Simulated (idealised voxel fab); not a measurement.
This section sets out a process module, namely voxel air gaps.
Pictured: cross-section cut, 255 nm wide, on a grid of 5 nm square cells.
Notation: cross-section as square-cell grid; stated in bands, top first, going down; one or more cell rows per band.
Top, bottom (nm), then materials left to right with widths (nm); lone material tagged "throughout" fills the whole band edge to edge; "blank" = empty space.
Basically, 0 is our baseline, since under it the wafer straight out of the box is all one material. The bottom band has no lower end and keeps on going down, so it looks like "0..down".
The notation "30->40" denotes a width that varies across the rows of cells in the band, beginning at the first number in the top row, finishing at the second number in the bottom row, and changing by an identical amount from each row to the next.
Step note "same as before" = no cross-section cell changed.
In "Fully closed voids" the enclosed voids are listed, meaning empty spaces of 8 cells or larger without any opening to the top. The form is width x height at distance, distance from the left edge, units nm.
Read whatever lies past the settings on a step's line as the simulator's own remark about the step.
overlay nm: mask offset rightward from planned place, masked step; negative means leftward offset.

LISTED BELOW ARE THE PROCESS STEPS AS PLANNED
| 1 | RECEIVE [material Si] |
| 2 | CONFORMAL_DEP [material SiO2] [thk nm 15] |
| 3 | CONFORMAL_DEP [material SiCN] [thk nm 5] |
| 4 | DIRECTIONAL_DEP [material lowk] [thk nm 30] |
| 5 | MASKED_ETCH [tone open] [mask id LINES] [width nm 20] [pitch nm 45] [etch materials lowk] [depth nm 30] [overlay nm 0] |
| 6 | CONFORMAL_DEP [material TiN] [thk nm 5] |
| 7 | FILL_DEP [material W] [thk nm 10] |
| 8 | CMP [height nm 50] |
| 9 | EPI [material Ru] [thk nm 10] |
| 10 | SELECTIVE_ETCH [etch materials lowk] [depth nm 40] |
| 11 | CONFORMAL_DEP [material SiCN] [thk nm 5] |

STEP 1 COMPLETE: CROSS-SECTION OF THE WAFER AS RECEIVED
- 0..down = Si throughout
- Fully closed voids: none

LOOK AT THE CROSS-SECTION AFTER THE MODULE: THE WAFER STARTED OUT THE WAY SHOWN ABOVE AND THE PLAN WAS THE ONE SHOWN ABOVE, YET ONE MISTAKE WAS MADE ALONG THE WAY
- 65..60 = SiCN throughout
- 60..50 = Ru throughout
- 50..40 = W throughout
- 40..35 = 75 of TiN  10 of W  35 of TiN  10 of W  35 of TiN  10 of W  80 of TiN
- 35..10 = 70 of lowk  5 of TiN  10 of W  5 of TiN  25 of lowk  5 of TiN  10 of W  5 of TiN  25 of lowk  5 of TiN  10 of W  5 of TiN  75 of lowk
- 10..5 = 70 of lowk  20 of TiN  25 of lowk  20 of TiN  25 of lowk  20 of TiN  75 of lowk
- 5..0 = SiCN throughout
- 0..down = Si throughout
- Fully closed voids: none
Error vs. plan: the run left out plan step 2 entirely, so it was never executed
